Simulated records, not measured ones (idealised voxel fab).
process module | voxel capacitor over wiring
cross-section cut | 255 nm wide | cells 5 nm
A cross-section is a grid of square cells, given in bands from the top down. A band is one or more rows of cells.
Each band's line starts with the height of the band's top and of its bottom, in nm. Then come its materials from left to right, each with its width in nm. One material with "throughout" fills the band from edge to edge. "air" is empty space.
Height 0 is the level under which the wafer as received is all one material. The lowest band goes on downwards, as in "0 down".
A width such as "30 to 40" changes by the same amount from each row of cells to the next, from the band's top row to its bottom row.
"no change" after a step means that no cell of the cross-section changed.
closed voids: empty space of 8 cells or more with no open way to the top, each as width x height at its distance from the left edge, in nm
after a step's settings: what the simulator itself notes on the step
overlay nm, on a step with a mask: how far to the right of its planned place the mask lay; to the left if negative
plan
1 op RECEIVE | material Si
2 op CONFORMAL_DEP | material SiO2 | thk nm 10
3 op CONFORMAL_DEP | material SiCN | thk nm 5
4 op DIRECTIONAL_DEP | material SiO2 | thk nm 20
5 op PATTERN | tone open | mask id METAL_1 | material resist | width nm 30 | pitch nm 95 | thk nm 20 | overlay nm 0
6 op DIRECTIONAL_ETCH | etch materials SiO2 | depth nm 20
7 op DIRECTIONAL_ETCH | etch materials SiCN | depth nm 5
8 op STRIP | etch materials resist
9 op CONFORMAL_DEP | material TiN | thk nm 5
10 op FILL_DEP | material Ru | thk nm 5
11 op CMP | height nm 35
12 op CONFORMAL_DEP | material SiCN | thk nm 5
13 op DIRECTIONAL_DEP | material SiO2 | thk nm 15
14 op PATTERN | tone open | mask id PLUG_1 | material resist | width nm 15 | thk nm 20 | overlay nm 0
15 op DIRECTIONAL_ETCH | etch materials SiO2 | depth nm 15
16 op DIRECTIONAL_ETCH | etch materials SiCN | depth nm 5
17 op STRIP | etch materials resist
18 op EPI | material Ru | thk nm 10
19 op EPI | material Ru | thk nm 10
20 op DIRECTIONAL_DEP | material TiN | thk nm 10
21 op DIRECTIONAL_DEP | material HfO2 | thk nm 5
22 op DIRECTIONAL_DEP | material TiN | thk nm 10
23 op MASKED_ETCH | tone cover | mask id UPPER_PLATE | width nm 70 | etch materials TiN | depth nm 10 | overlay nm 0
24 op MASKED_ETCH | tone cover | mask id UPPER_PLATE | width nm 70 | etch materials HfO2 | depth nm 5 | overlay nm 0
25 op DIRECTIONAL_DEP | material aC | thk nm 15
26 op PATTERN | tone cover | mask id LOWER_PLATE | material resist | width nm 80 | thk nm 35 | overlay nm -15
27 op DIRECTIONAL_ETCH | etch materials aC | depth nm 15
28 op STRIP | etch materials resist
29 op DIRECTIONAL_ETCH | etch materials TiN | depth nm 10
30 op STRIP | etch materials aC
31 op FILL_DEP | material SiO2 | thk nm 15
32 op CMP | height nm 90
33 op DIRECTIONAL_DEP | material aC | thk nm 15
34 op PATTERN | tone open | mask id PLUG_2 | material resist | width nm 15 | thk nm 30 | overlay nm 0
35 op DIRECTIONAL_ETCH | etch materials aC | depth nm 15
36 op STRIP | etch materials resist
37 op DIRECTIONAL_ETCH | etch materials SiO2 | depth nm 10
38 op STRIP | etch materials aC
39 op CONFORMAL_DEP | material TiN | thk nm 5
40 op FILL_DEP | material W | thk nm 10
41 op CMP | height nm 90
42 op CONFORMAL_DEP | material SiN | thk nm 5
varied across the wafers: overlay nm of step 26. The plan shows the first wafer's value. All wafers start alike
first wafer as received, after step 1
  0 down: Si throughout
  closed voids: none
first wafer at the end, after step 42
  95 to 90: SiN throughout
  90 to 85: SiO2 90 | TiN 5 | W 5 | TiN 5 | SiO2 150
  85 to 80: SiO2 90 | TiN 15 | SiO2 150
  80 to 70: SiO2 80 | TiN 60 | SiO2 115
  70 to 65: SiO2 80 | HfO2 70 | SiO2 105
  65 to 55: SiO2 60 | TiN 90 | SiO2 105
  55 to 40: SiO2 80 | Ru 15 | SiO2 160
  40 to 35: SiCN 80 | Ru 15 | SiCN 160
  35 to 15: SiO2 65 | TiN 5 | Ru 20 | TiN 5 | SiO2 65 | TiN 5 | Ru 20 | TiN 5 | SiO2 65
  15 to 10: SiCN 65 | TiN 30 | SiCN 65 | TiN 30 | SiCN 65
  10 to 0: SiO2 throughout
  0 down: Si throughout
  closed voids: none
last wafer at the end
  95 to 90: SiN throughout
  90 to 85: SiO2 90 | TiN 5 | W 5 | TiN 5 | SiO2 150
  85 to 80: SiO2 90 | TiN 15 | SiO2 150
  80 to 70: SiO2 90 | TiN 60 | SiO2 105
  70 to 65: SiO2 80 | HfO2 70 | SiO2 105
  65 to 55: SiO2 80 | TiN 90 | SiO2 85
  55 to 40: SiO2 80 | Ru 15 | SiO2 160
  40 to 35: SiCN 80 | Ru 15 | SiCN 160
  35 to 15: SiO2 65 | TiN 5 | Ru 20 | TiN 5 | SiO2 65 | TiN 5 | Ru 20 | TiN 5 | SiO2 65
  15 to 10: SiCN 65 | TiN 30 | SiCN 65 | TiN 30 | SiCN 65
  10 to 0: SiO2 throughout
  0 down: Si throughout
  closed voids: none
each wafer at the end: cells of each material gained (+) or lost (-) since it was received, then its closed voids
overlay nm -15 | +14 HfO2 | +44 Ru | +87 SiCN | +51 SiN | +679 SiO2 | +93 TiN | +1 W | closed voids: none
overlay nm -10 | +14 HfO2 | +44 Ru | +87 SiCN | +51 SiN | +679 SiO2 | +93 TiN | +1 W | closed voids: none
overlay nm -5 | +14 HfO2 | +44 Ru | +87 SiCN | +51 SiN | +679 SiO2 | +93 TiN | +1 W | closed voids: none
overlay nm 0 | +14 HfO2 | +44 Ru | +87 SiCN | +51 SiN | +679 SiO2 | +93 TiN | +1 W | closed voids: none
overlay nm 5 | +14 HfO2 | +44 Ru | +87 SiCN | +51 SiN | +679 SiO2 | +93 TiN | +1 W | closed voids: none
overlay nm 10 | +14 HfO2 | +44 Ru | +87 SiCN | +51 SiN | +679 SiO2 | +93 TiN | +1 W | closed voids: none
overlay nm 15 | +14 HfO2 | +44 Ru | +87 SiCN | +51 SiN | +679 SiO2 | +93 TiN | +1 W | closed voids: none
